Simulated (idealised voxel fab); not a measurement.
process module | voxel spacer lines
cross-section cut | 200 nm wide | cells 5 nm
A cross-section is a grid of square cells, given in bands from the top down. A band is one or more rows of cells.
Each band's line starts with the height of the band's top and of its bottom, in nm. Then come its materials from left to right, each with its width in nm. One material with "throughout" fills the band from edge to edge. "air" is empty space.
Height 0 is the level under which the wafer as received is all one material. The lowest band goes on downwards, as in "0 down".
A width such as "30 to 40" changes by the same amount from each row of cells to the next, from the band's top row to its bottom row.
"no change" after a step means that no cell of the cross-section changed.
closed voids: empty space of 8 cells or more with no open way to the top, each as width x height at its distance from the left edge, in nm
after a step's settings: what the simulator itself notes on the step
overlay nm, on a step with a mask: how far to the right of its planned place the mask lay; to the left if negative
plan
1 op RECEIVE | material Si
2 op CONFORMAL_DEP | material Al2O3 | thk nm 10
3 op DIRECTIONAL_DEP | material TiN | thk nm 20
4 op DIRECTIONAL_DEP | material polySi | thk nm 30
5 op PATTERN | tone cover | mask id MANDREL | material resist | width nm 20 | pitch nm 60 | thk nm 35 | overlay nm 0
6 op DIRECTIONAL_ETCH | etch materials polySi | depth nm 30
7 op STRIP | etch materials resist
8 op CONFORMAL_DEP | material SiO2 | thk nm 10
9 op DIRECTIONAL_ETCH | etch materials SiO2 | depth nm 10
10 op STRIP | etch materials polySi
11 op DIRECTIONAL_ETCH | etch materials TiN | depth nm 20
12 op STRIP | etch materials SiO2
13 op FILL_DEP | material lowk | thk nm 5
14 op CMP | height nm 30
as received, after step 1
  0 down: Si throughout
  closed voids: none
a wafer at the end: this start, this plan, one mistake
  30 to 10: lowk 55 | TiN 5 | lowk 20 | TiN 5 | lowk 30 | TiN 5 | lowk 20 | TiN 5 | lowk 55
  10 to 0: Al2O3 throughout
  0 down: Si throughout
  closed voids: none
what went wrong: step 8 ran as: op CONFORMAL_DEP | material SiO2 | thk nm 5
